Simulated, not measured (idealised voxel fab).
A process module follows: voxel capacitor over wiring.
The figure presents cross-section cut, which has a width of 155 nm and is divided into square cells with an edge length of 5 nm.
The cross-sections in this document take the form of a grid made of square cells. They are written out as bands, in order from top to bottom. Each band consists of one or more rows of cells.
The band entry comprises the height of the band's top followed by the height of its bottom, expressed in nm, and subsequently the band's materials from left to right, each stated together with its width in nm. Where a single material is marked with the word "everywhere", that material fills the band from edge to edge. The word "air" represents empty space.
The reference from which all heights are counted is 0, the level beneath which the as-received wafer is entirely one material; the lowest band, having no lower bound, proceeds downward and is written after the example "0 down".
You'd read "30 to 40" like this: the band's top row of cells is as wide as the first number, its bottom row is as wide as the second, and going down, every row changes width by the same amount as the row before did.
Reading "no change occurred" for a step: not a cell of the cross-section changed in it.
If an empty space has no open way to the top and is at least 8 cells in size, "Voids, enclosed" lists it, written width x height at distance, where distance is measured from the left edge and every value is in nm.
after a step's settings: what the simulator itself notes on the step
The line of a step may include "overlay nm". On a step with a mask, this value is how far to the right of its planned place the mask lay. A negative value means the mask lay to the left.
The process steps that were planned are listed below
- 1: RECEIVE | material Si
- 2: CONFORMAL_DEP | material SiO2 | thk nm 15
- 3: CONFORMAL_DEP | material SiCN | thk nm 5
- 4: DIRECTIONAL_DEP | material SiO2 | thk nm 15
- 5: PATTERN | tone open | mask id METAL_1 | material resist | width nm 25 | pitch nm 90 | thk nm 20 | overlay nm 0
- 6: DIRECTIONAL_ETCH | etch materials SiO2 | depth nm 15
- 7: DIRECTIONAL_ETCH | etch materials SiCN | depth nm 5
- 8: STRIP | etch materials resist
- 9: CONFORMAL_DEP | material TiN | thk nm 5
- 10: FILL_DEP | material Ru | thk nm 10
- 11: CMP | height nm 35
- 12: CONFORMAL_DEP | material SiCN | thk nm 5
- 13: DIRECTIONAL_DEP | material SiO2 | thk nm 15
- 14: DIRECTIONAL_DEP | material aC | thk nm 10
- 15: PATTERN | tone open | mask id PLUG_1 | material resist | width nm 15 | thk nm 25 | overlay nm 0
- 16: DIRECTIONAL_ETCH | etch materials aC | depth nm 10
- 17: STRIP | etch materials resist
- 18: DIRECTIONAL_ETCH | etch materials SiO2 | depth nm 15
- 19: DIRECTIONAL_ETCH | etch materials SiCN | depth nm 5
- 20: STRIP | etch materials aC
- 21: EPI | material Ru | thk nm 10
- 22: EPI | material Ru | thk nm 10
- 23: DIRECTIONAL_DEP | material TiN | thk nm 10
- 24: DIRECTIONAL_DEP | material HfO2 | thk nm 5
- 25: DIRECTIONAL_DEP | material TiN | thk nm 5
- 26: PATTERN | tone cover | mask id UPPER_PLATE | material resist | width nm 70 | thk nm 15 | overlay nm 0
- 27: DIRECTIONAL_ETCH | etch materials TiN | depth nm 5
- 28: DIRECTIONAL_ETCH | etch materials HfO2 | depth nm 5
- 29: STRIP | etch materials resist
- 30: PATTERN | tone cover | mask id LOWER_PLATE | material resist | width nm 80 | thk nm 20 | overlay nm 0
- 31: DIRECTIONAL_ETCH | etch materials TiN | depth nm 10
- 32: STRIP | etch materials resist
- 33: FILL_DEP | material SiO2 | thk nm 20
- 34: CMP | height nm 90
- 35: PATTERN | tone open | mask id PLUG_2 | material resist | width nm 15 | thk nm 20 | overlay nm 0
- 36: DIRECTIONAL_ETCH | etch materials SiO2 | depth nm 15
- 37: STRIP | etch materials resist
- 38: CONFORMAL_DEP | material TiN | thk nm 5
- 39: FILL_DEP | material Ru | thk nm 10
- 40: CMP | height nm 90
- 41: CONFORMAL_DEP | material SiCN | thk nm 5
What follows covers the first of two wafers; it ran as planned
Wafer cross-section on receipt, i.e. after step 1
0 down = Si everywhere
Voids, enclosed: none
Take a look at the wafer's cross-section after step 2
15 to 0 = SiO2 everywhere
Unchanged below 0.
Take a look at the wafer's cross-section after step 3
20 to 15 = SiCN everywhere
Unchanged below 15.
Take a look at the wafer's cross-section after step 4
35 to 20 = SiO2 everywhere
Unchanged below 20.
Take a look at the wafer's cross-section after step 5
55 to 35 = resist: 20 / air: 25 / resist: 65 / air: 25 / resist: 20
Unchanged below 35.
Take a look at the wafer's cross-section after step 6
55 to 35 = resist: 20 / air: 25 / resist: 65 / air: 25 / resist: 20
35 to 20 = SiO2: 20 / air: 25 / SiO2: 65 / air: 25 / SiO2: 20
Unchanged below 20.
Take a look at the wafer's cross-section after step 7
55 to 35 = resist: 20 / air: 25 / resist: 65 / air: 25 / resist: 20
35 to 20 = SiO2: 20 / air: 25 / SiO2: 65 / air: 25 / SiO2: 20
20 to 15 = SiCN: 20 / air: 25 / SiCN: 65 / air: 25 / SiCN: 20
Unchanged below 15.
Take a look at the wafer's cross-section after step 8
35 to 20 = SiO2: 20 / air: 25 / SiO2: 65 / air: 25 / SiO2: 20
Unchanged below 20.
Take a look at the wafer's cross-section after step 9
40 to 35 = TiN: 25 / air: 15 / TiN: 75 / air: 15 / TiN: 25
35 to 20 = SiO2: 20 / TiN: 5 / air: 15 / TiN: 5 / SiO2: 65 / TiN: 5 / air: 15 / TiN: 5 / SiO2: 20
20 to 15 = SiCN: 20 / TiN: 25 / SiCN: 65 / TiN: 25 / SiCN: 20
Unchanged below 15.
Take a look at the wafer's cross-section after step 10
50 to 40 = Ru everywhere
40 to 35 = TiN: 25 / Ru: 15 / TiN: 75 / Ru: 15 / TiN: 25
35 to 20 = SiO2: 20 / TiN: 5 / Ru: 15 / TiN: 5 / SiO2: 65 / TiN: 5 / Ru: 15 / TiN: 5 / SiO2: 20
Unchanged below 20.
Take a look at the wafer's cross-section after step 11
35 to 20 = SiO2: 20 / TiN: 5 / Ru: 15 / TiN: 5 / SiO2: 65 / TiN: 5 / Ru: 15 / TiN: 5 / SiO2: 20
Unchanged below 20.
Take a look at the wafer's cross-section after step 12
40 to 35 = SiCN everywhere
Unchanged below 35.
Take a look at the wafer's cross-section after step 13
55 to 40 = SiO2 everywhere
Unchanged below 40.
Take a look at the wafer's cross-section after step 14
65 to 55 = aC everywhere
Unchanged below 55.
Take a look at the wafer's cross-section after step 15
90 to 65 = resist: 30 / air: 15 / resist: 110
Unchanged below 65.
Take a look at the wafer's cross-section after step 16
80 to 65 = resist: 30 / air: 15 / resist: 110
65 to 55 = aC: 30 / air: 15 / aC: 110
Unchanged below 55.
Take a look at the wafer's cross-section after step 17
65 to 55 = aC: 30 / air: 15 / aC: 110
Unchanged below 55.
Take a look at the wafer's cross-section after step 18
65 to 55 = aC: 30 / air: 15 / aC: 110
55 to 40 = SiO2: 30 / air: 15 / SiO2: 110
Unchanged below 40.
Take a look at the wafer's cross-section after step 19
65 to 55 = aC: 30 / air: 15 / aC: 110
55 to 40 = SiO2: 30 / air: 15 / SiO2: 110
40 to 35 = SiCN: 30 / air: 15 / SiCN: 110
Unchanged below 35.
Take a look at the wafer's cross-section after step 20
55 to 40 = SiO2: 30 / air: 15 / SiO2: 110
Unchanged below 40.
Take a look at the wafer's cross-section after step 21
55 to 45 = SiO2: 30 / air: 15 / SiO2: 110
45 to 40 = SiO2: 30 / Ru: 15 / SiO2: 110
40 to 35 = SiCN: 30 / Ru: 15 / SiCN: 110
Unchanged below 35.
Take a look at the wafer's cross-section after step 22
55 to 40 = SiO2: 30 / Ru: 15 / SiO2: 110
Unchanged below 40.
Take a look at the wafer's cross-section after step 23
65 to 55 = TiN everywhere
Unchanged below 55.
Take a look at the wafer's cross-section after step 24
70 to 65 = HfO2 everywhere
Unchanged below 65.
Take a look at the wafer's cross-section after step 25
75 to 70 = TiN everywhere
Unchanged below 70.
Take a look at the wafer's cross-section after step 26
90 to 75 = air: 30 / resist: 70 / air: 55
Unchanged below 75.
Take a look at the wafer's cross-section after step 27
90 to 75 = air: 30 / resist: 70 / air: 55
75 to 70 = air: 30 / TiN: 70 / air: 55
Unchanged below 70.
Take a look at the wafer's cross-section after step 28
90 to 75 = air: 30 / resist: 70 / air: 55
75 to 70 = air: 30 / TiN: 70 / air: 55
70 to 65 = air: 30 / HfO2: 70 / air: 55
Unchanged below 65.
Take a look at the wafer's cross-section after step 29
75 to 70 = air: 30 / TiN: 70 / air: 55
Unchanged below 70.
Take a look at the wafer's cross-section after step 30
95 to 75 = air: 25 / resist: 80 / air: 50
75 to 70 = air: 25 / resist: 5 / TiN: 70 / resist: 5 / air: 50
70 to 65 = air: 25 / resist: 5 / HfO2: 70 / resist: 5 / air: 50
Unchanged below 65.
Take a look at the wafer's cross-section after step 31
95 to 75 = air: 25 / resist: 80 / air: 50
75 to 70 = air: 25 / resist: 5 / TiN: 70 / resist: 5 / air: 50
70 to 65 = air: 25 / resist: 5 / HfO2: 70 / resist: 5 / air: 50
65 to 55 = air: 25 / TiN: 80 / air: 50
Unchanged below 55.
Take a look at the wafer's cross-section after step 32
75 to 70 = air: 30 / TiN: 70 / air: 55
70 to 65 = air: 30 / HfO2: 70 / air: 55
Unchanged below 65.
Take a look at the wafer's cross-section after step 33
95 to 75 = SiO2 everywhere
75 to 70 = SiO2: 30 / TiN: 70 / SiO2: 55
70 to 65 = SiO2: 30 / HfO2: 70 / SiO2: 55
65 to 55 = SiO2: 25 / TiN: 80 / SiO2: 50
Unchanged below 55.
Take a look at the wafer's cross-section after step 34
90 to 75 = SiO2 everywhere
Unchanged below 75.
Take a look at the wafer's cross-section after step 35
110 to 90 = resist: 40 / air: 15 / resist: 100
Unchanged below 90.
Take a look at the wafer's cross-section after step 36
110 to 90 = resist: 40 / air: 15 / resist: 100
90 to 75 = SiO2: 40 / air: 15 / SiO2: 100
Unchanged below 75.
Take a look at the wafer's cross-section after step 37
90 to 75 = SiO2: 40 / air: 15 / SiO2: 100
Unchanged below 75.
Take a look at the wafer's cross-section after step 38
95 to 90 = TiN: 45 / air: 5 / TiN: 105
90 to 80 = SiO2: 40 / TiN: 5 / air: 5 / TiN: 5 / SiO2: 100
80 to 70 = SiO2: 40 to 30 / TiN: 15 to 70 / SiO2: 100 to 55
Unchanged below 70.
Take a look at the wafer's cross-section after step 39
105 to 95 = Ru everywhere
95 to 90 = TiN: 45 / Ru: 5 / TiN: 105
90 to 80 = SiO2: 40 / TiN: 5 / Ru: 5 / TiN: 5 / SiO2: 100
Unchanged below 80.
Take a look at the wafer's cross-section after step 40
90 to 80 = SiO2: 40 / TiN: 5 / Ru: 5 / TiN: 5 / SiO2: 100
Unchanged below 80.
Take a look at the wafer's cross-section after step 41
95 to 90 = SiCN everywhere
Unchanged below 90.
Wafer two: like wafer one in start and plan, but with one mistake in execution; identical up to and including step 11
Cross-section, second wafer, at the end time the plan gives for step 12
50 to 35 = SiO2 everywhere
Unchanged below 35.
Cross-section, second wafer, at the end time the plan gives for step 13
55 to 50 = SiCN everywhere
Unchanged below 50.
Cross-section, second wafer, at the end time the plan gives for step 14
65 to 55 = aC everywhere
Unchanged below 55.
Cross-section, second wafer, at the end time the plan gives for step 15
90 to 65 = resist: 30 / air: 15 / resist: 110
Unchanged below 65.
Cross-section, second wafer, at the end time the plan gives for step 16
80 to 65 = resist: 30 / air: 15 / resist: 110
65 to 55 = aC: 30 / air: 15 / aC: 110
Unchanged below 55.
Cross-section, second wafer, at the end time the plan gives for step 17
65 to 55 = aC: 30 / air: 15 / aC: 110
Unchanged below 55.
Cross-section, second wafer, at the end time the plan gives for step 18: no change occurred
Cross-section, second wafer, at the end time the plan gives for step 19
65 to 55 = aC: 30 / air: 15 / aC: 110
55 to 50 = SiCN: 30 / air: 15 / SiCN: 110
Unchanged below 50.
Cross-section, second wafer, at the end time the plan gives for step 20
55 to 50 = SiCN: 30 / air: 15 / SiCN: 110
Unchanged below 50.
Cross-section, second wafer, at the end time the plan gives for step 21: no change occurred
Cross-section, second wafer, at the end time the plan gives for step 22: no change occurred
Cross-section, second wafer, at the end time the plan gives for step 23
65 to 60 = TiN: 30 / air: 15 / TiN: 110
60 to 55 = TiN everywhere
55 to 50 = SiCN: 30 / TiN: 15 / SiCN: 110
Unchanged below 50.
Cross-section, second wafer, at the end time the plan gives for step 24
70 to 65 = HfO2: 30 / air: 15 / HfO2: 110
65 to 60 = TiN: 30 / HfO2: 15 / TiN: 110
Unchanged below 60.
Cross-section, second wafer, at the end time the plan gives for step 25
75 to 70 = TiN: 30 / air: 15 / TiN: 110
70 to 65 = HfO2: 30 / TiN: 15 / HfO2: 110
Unchanged below 65.
Cross-section, second wafer, at the end time the plan gives for step 26
90 to 75 = air: 30 / resist: 70 / air: 55
75 to 70 = TiN: 30 / resist: 15 / TiN: 110
Unchanged below 70.
Cross-section, second wafer, at the end time the plan gives for step 27
90 to 75 = air: 30 / resist: 70 / air: 55
75 to 70 = air: 30 / resist: 15 / TiN: 55 / air: 55
Unchanged below 70.
Cross-section, second wafer, at the end time the plan gives for step 28
90 to 75 = air: 30 / resist: 70 / air: 55
75 to 70 = air: 30 / resist: 15 / TiN: 55 / air: 55
70 to 65 = air: 30 / TiN: 15 / HfO2: 55 / air: 55
Unchanged below 65.
Cross-section, second wafer, at the end time the plan gives for step 29
75 to 70 = air: 45 / TiN: 55 / air: 55
Unchanged below 70.
Cross-section, second wafer, at the end time the plan gives for step 30
95 to 75 = air: 25 / resist: 80 / air: 50
75 to 70 = air: 25 / resist: 20 / TiN: 55 / resist: 5 / air: 50
70 to 65 = air: 25 / resist: 5 / TiN: 15 / HfO2: 55 / resist: 5 / air: 50
Unchanged below 65.
Cross-section, second wafer, at the end time the plan gives for step 31
95 to 75 = air: 25 / resist: 80 / air: 50
75 to 70 = air: 25 / resist: 20 / TiN: 55 / resist: 5 / air: 50
70 to 65 = air: 25 / resist: 5 / TiN: 15 / HfO2: 55 / resist: 5 / air: 50
65 to 60 = air: 25 / TiN: 5 / HfO2: 15 / TiN: 60 / air: 50
60 to 55 = air: 25 / TiN: 80 / air: 50
Unchanged below 55.
Cross-section, second wafer, at the end time the plan gives for step 32
75 to 70 = air: 45 / TiN: 55 / air: 55
70 to 65 = air: 30 / TiN: 15 / HfO2: 55 / air: 55
Unchanged below 65.
Cross-section, second wafer, at the end time the plan gives for step 33
95 to 75 = SiO2 everywhere
75 to 70 = SiO2: 45 / TiN: 55 / SiO2: 55
70 to 65 = SiO2: 30 / TiN: 15 / HfO2: 55 / SiO2: 55
65 to 60 = SiO2: 25 / TiN: 5 / HfO2: 15 / TiN: 60 / SiO2: 50
60 to 55 = SiO2: 25 / TiN: 80 / SiO2: 50
Unchanged below 55.
Cross-section, second wafer, at the end time the plan gives for step 34
90 to 75 = SiO2 everywhere
Unchanged below 75.
Cross-section, second wafer, at the end time the plan gives for step 35
110 to 90 = resist: 40 / air: 15 / resist: 100
Unchanged below 90.
Cross-section, second wafer, at the end time the plan gives for step 36
110 to 90 = resist: 40 / air: 15 / resist: 100
90 to 75 = SiO2: 40 / air: 15 / SiO2: 100
Unchanged below 75.
Cross-section, second wafer, at the end time the plan gives for step 37
90 to 75 = SiO2: 40 / air: 15 / SiO2: 100
Unchanged below 75.
Cross-section, second wafer, at the end time the plan gives for step 38
95 to 90 = TiN: 45 / air: 5 / TiN: 105
90 to 80 = SiO2: 40 / TiN: 5 / air: 5 / TiN: 5 / SiO2: 100
80 to 70 = SiO2: 40 to 45 / TiN: 15 to 55 / SiO2: 100 to 55
Unchanged below 70.
Cross-section, second wafer, at the end time the plan gives for step 39
105 to 95 = Ru everywhere
95 to 90 = TiN: 45 / Ru: 5 / TiN: 105
90 to 80 = SiO2: 40 / TiN: 5 / Ru: 5 / TiN: 5 / SiO2: 100
Unchanged below 80.
Cross-section, second wafer, at the end time the plan gives for step 40
90 to 80 = SiO2: 40 / TiN: 5 / Ru: 5 / TiN: 5 / SiO2: 100
Unchanged below 80.
Cross-section, second wafer, at the end time the plan gives for step 41
95 to 90 = SiCN everywhere
Unchanged below 90.
Misprocessing identified: ran 12 and 13 in swapped order versus the plan
Per the end-of-run cell counts, the second wafer holds more or fewer of some materials than the first: 12 fewer of Ru, 12 more of SiO2
